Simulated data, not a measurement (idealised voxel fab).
Process module name: voxel self aligned contacts
It is cross-section cut that appears here, measuring 300 nm in width, its square cells being 5 nm in size.
Cross-sections here: square-cell grids, written as top-down lists of bands, a band being one or more rows of cells.
Band: top height; bottom height; in nm. Then, left to right: material with width in nm, for each material. "edge to edge": a single material spanning edge to edge. "blank": empty space.
Basically, 0 is our baseline, since under it the wafer straight out of the box is all one material. The bottom band has no lower end and keeps on going down, so it looks like "0 down".
Per-row width for "30..40": begins at first number (top row of band), ends at second number (bottom row), increment between rows held constant.
The cross-section has no changed cell in any step marked "remained unchanged".
"Closed void roster" enumerates empty spaces isolated from the top, with no open way to it, that contain at least 8 cells, giving each as width x height at distance from the left edge, all three in nm.
It should be noted that, on the line of a given step, the content following the step's settings is a remark produced by the simulator itself with respect to that step.
Each step line may optionally specify "overlay nm", which for a step with a mask gives the rightward distance between the mask's planned place and where it lay, a negative value indicating the leftward direction.
**The planned process steps are enumerated hereunder**
- 1: RECEIVE | material Si
- 2: CONFORMAL_DEP | material SiO2 | thk nm 5
- 3: DIRECTIONAL_DEP | material polySi | thk nm 20
- 4: DIRECTIONAL_DEP | material SiN | thk nm 25
- 5: MASKED_ETCH | tone cover | mask id GATE | width nm 30 | pitch nm 75 | etch materials SiN | depth nm 25 | overlay nm 0
- 6: MASKED_ETCH | tone cover | mask id GATE | width nm 30 | pitch nm 75 | etch materials polySi | depth nm 20 | overlay nm 0
- 7: CONFORMAL_DEP | material SiN | thk nm 10
- 8: DIRECTIONAL_ETCH | etch materials SiN | depth nm 10
- 9: FILL_DEP | material SiO2 | thk nm 15
- 10: CMP | height nm 60
- 11: DIRECTIONAL_DEP | material aC | thk nm 15
- 12: PATTERN | tone open | mask id CONTACT | material resist | width nm 55 | thk nm 30 | overlay nm 0
- 13: DIRECTIONAL_ETCH | etch materials aC | depth nm 15
- 14: STRIP | etch materials resist
- 15: DIRECTIONAL_ETCH | etch materials SiO2 | depth nm 60
- 16: STRIP | etch materials aC
- 17: CONFORMAL_DEP | material TiN | thk nm 5
- 18: FILL_DEP | material W | thk nm 10
- 19: CMP | height nm 60
- 20: CONFORMAL_DEP | material SiN | thk nm 5
**First of two wafers: run as planned**
**So this is the incoming wafer in cross-section - it's already been through step 1**
0 down = Si edge to edge
Closed void roster: none
**You're looking at a cross-section of the wafer after step 2**
5 to 0 = SiO2 edge to edge
Below a height of 0, the structure has not been altered.
**You're looking at a cross-section of the wafer after step 3**
25 to 5 = polySi edge to edge
Below a height of 5, the structure has not been altered.
**You're looking at a cross-section of the wafer after step 4**
50 to 25 = SiN edge to edge
Below a height of 25, the structure has not been altered.
**You're looking at a cross-section of the wafer after step 5**
50 to 25 = blank: 95, SiN: 30, blank: 45, SiN: 30, blank: 100
Below a height of 25, the structure has not been altered.
**You're looking at a cross-section of the wafer after step 6**
50 to 25 = blank: 95, SiN: 30, blank: 45, SiN: 30, blank: 100
25 to 5 = blank: 95, polySi: 30, blank: 45, polySi: 30, blank: 100
Below a height of 5, the structure has not been altered.
**You're looking at a cross-section of the wafer after step 7**
60 to 25 = blank: 85, SiN: 50, blank: 25, SiN: 50, blank: 90
25 to 15 = blank: 85, SiN: 10, polySi: 30, SiN: 10, blank: 25, SiN: 10, polySi: 30, SiN: 10, blank: 90
15 to 5 = SiN: 95, polySi: 30, SiN: 45, polySi: 30, SiN: 100
Below a height of 5, the structure has not been altered.
**You're looking at a cross-section of the wafer after step 8**
50 to 25 = blank: 85, SiN: 50, blank: 25, SiN: 50, blank: 90
25 to 5 = blank: 85, SiN: 10, polySi: 30, SiN: 10, blank: 25, SiN: 10, polySi: 30, SiN: 10, blank: 90
Below a height of 5, the structure has not been altered.
**You're looking at a cross-section of the wafer after step 9**
65 to 50 = SiO2 edge to edge
50 to 25 = SiO2: 85, SiN: 50, SiO2: 25, SiN: 50, SiO2: 90
25 to 5 = SiO2: 85, SiN: 10, polySi: 30, SiN: 10, SiO2: 25, SiN: 10, polySi: 30, SiN: 10, SiO2: 90
Below a height of 5, the structure has not been altered.
**You're looking at a cross-section of the wafer after step 10**
60 to 50 = SiO2 edge to edge
Below a height of 50, the structure has not been altered.
**You're looking at a cross-section of the wafer after step 11**
75 to 60 = aC edge to edge
Below a height of 60, the structure has not been altered.
**You're looking at a cross-section of the wafer after step 12**
105 to 75 = resist: 120, blank: 55, resist: 125
Below a height of 75, the structure has not been altered.
**You're looking at a cross-section of the wafer after step 13**
90 to 75 = resist: 120, blank: 55, resist: 125
75 to 60 = aC: 120, blank: 55, aC: 125
Below a height of 60, the structure has not been altered.
**You're looking at a cross-section of the wafer after step 14**
75 to 60 = aC: 120, blank: 55, aC: 125
Below a height of 60, the structure has not been altered.
**You're looking at a cross-section of the wafer after step 15**
75 to 60 = aC: 120, blank: 55, aC: 125
60 to 50 = SiO2: 120, blank: 55, SiO2: 125
50 to 25 = SiO2: 85, SiN: 50, blank: 25, SiN: 50, SiO2: 90
25 to 5 = SiO2: 85, SiN: 10, polySi: 30, SiN: 10, blank: 25, SiN: 10, polySi: 30, SiN: 10, SiO2: 90
5 to 0 = SiO2: 135, blank: 25, SiO2: 140
Below a height of 0, the structure has not been altered.
**You're looking at a cross-section of the wafer after step 16**
60 to 50 = SiO2: 120, blank: 55, SiO2: 125
Below a height of 50, the structure has not been altered.
**You're looking at a cross-section of the wafer after step 17**
65 to 60 = TiN: 125, blank: 45, TiN: 130
60 to 50 = SiO2: 120, TiN: 5..20, blank: 45..15, TiN: 5..20, SiO2: 125
50 to 25 = SiO2: 85, SiN: 50, TiN: 5, blank: 15, TiN: 5, SiN: 50, SiO2: 90
25 to 5 = SiO2: 85, SiN: 10, polySi: 30, SiN: 10, TiN: 5, blank: 15, TiN: 5, SiN: 10, polySi: 30, SiN: 10, SiO2: 90
5 to 0 = SiO2: 135, TiN: 25, SiO2: 140
Below a height of 0, the structure has not been altered.
**You're looking at a cross-section of the wafer after step 18**
75 to 65 = W edge to edge
65 to 60 = TiN: 125, W: 45, TiN: 130
60 to 50 = SiO2: 120, TiN: 5..20, W: 45..15, TiN: 5..20, SiO2: 125
50 to 25 = SiO2: 85, SiN: 50, TiN: 5, W: 15, TiN: 5, SiN: 50, SiO2: 90
25 to 5 = SiO2: 85, SiN: 10, polySi: 30, SiN: 10, TiN: 5, W: 15, TiN: 5, SiN: 10, polySi: 30, SiN: 10, SiO2: 90
Below a height of 5, the structure has not been altered.
**You're looking at a cross-section of the wafer after step 19**
60 to 50 = SiO2: 120, TiN: 5..20, W: 45..15, TiN: 5..20, SiO2: 125
Below a height of 50, the structure has not been altered.
**You're looking at a cross-section of the wafer after step 20**
65 to 60 = SiN edge to edge
Below a height of 60, the structure has not been altered.
**Second wafer: same start and same plan as the first, one execution error; identical to the first through step 3**
**Second wafer profile in section, at the moment step 4 of the plan was meant to be complete**
50 to 25 = W edge to edge
Below a height of 25, the structure has not been altered.
Second wafer profile in section, at the moment step 5 of the plan was meant to be complete: remained unchanged
Second wafer profile in section, at the moment step 6 of the plan was meant to be complete: remained unchanged
**Second wafer profile in section, at the moment step 7 of the plan was meant to be complete**
60 to 50 = SiN edge to edge
Below a height of 50, the structure has not been altered.
**Second wafer profile in section, at the moment step 8 of the plan was meant to be complete**
50 to 25 = W edge to edge
Below a height of 25, the structure has not been altered.
**Second wafer profile in section, at the moment step 9 of the plan was meant to be complete**
65 to 50 = SiO2 edge to edge
Below a height of 50, the structure has not been altered.
**Second wafer profile in section, at the moment step 10 of the plan was meant to be complete**
60 to 50 = SiO2 edge to edge
Below a height of 50, the structure has not been altered.
**Second wafer profile in section, at the moment step 11 of the plan was meant to be complete**
75 to 60 = aC edge to edge
Below a height of 60, the structure has not been altered.
**Second wafer profile in section, at the moment step 12 of the plan was meant to be complete**
105 to 75 = resist: 120, blank: 55, resist: 125
Below a height of 75, the structure has not been altered.
**Second wafer profile in section, at the moment step 13 of the plan was meant to be complete**
90 to 75 = resist: 120, blank: 55, resist: 125
75 to 60 = aC: 120, blank: 55, aC: 125
Below a height of 60, the structure has not been altered.
**Second wafer profile in section, at the moment step 14 of the plan was meant to be complete**
75 to 60 = aC: 120, blank: 55, aC: 125
Below a height of 60, the structure has not been altered.
**Second wafer profile in section, at the moment step 15 of the plan was meant to be complete**
75 to 60 = aC: 120, blank: 55, aC: 125
60 to 50 = SiO2: 120, blank: 55, SiO2: 125
Below a height of 50, the structure has not been altered.
**Second wafer profile in section, at the moment step 16 of the plan was meant to be complete**
60 to 50 = SiO2: 120, blank: 55, SiO2: 125
Below a height of 50, the structure has not been altered.
**Second wafer profile in section, at the moment step 17 of the plan was meant to be complete**
65 to 60 = TiN: 125, blank: 45, TiN: 130
60 to 55 = SiO2: 120, TiN: 5, blank: 45, TiN: 5, SiO2: 125
55 to 50 = SiO2: 120, TiN: 55, SiO2: 125
Below a height of 50, the structure has not been altered.
**Second wafer profile in section, at the moment step 18 of the plan was meant to be complete**
75 to 65 = W edge to edge
65 to 60 = TiN: 125, W: 45, TiN: 130
60 to 55 = SiO2: 120, TiN: 5, W: 45, TiN: 5, SiO2: 125
Below a height of 55, the structure has not been altered.
**Second wafer profile in section, at the moment step 19 of the plan was meant to be complete**
60 to 55 = SiO2: 120, TiN: 5, W: 45, TiN: 5, SiO2: 125
Below a height of 55, the structure has not been altered.
**Second wafer profile in section, at the moment step 20 of the plan was meant to be complete**
65 to 60 = SiN edge to edge
Below a height of 60, the structure has not been altered.
The mistake made against the process plan was this: it should be noted that step 4 was executed with settings other than those planned, the operation and settings actually applied being DIRECTIONAL_DEP | material W | thk nm 25
The second wafer ends with more or fewer cells of some materials than the first, per final count: 132 fewer of SiN | 310 fewer of SiO2 | 20 fewer of TiN | 270 more of W | 192 more of polySi
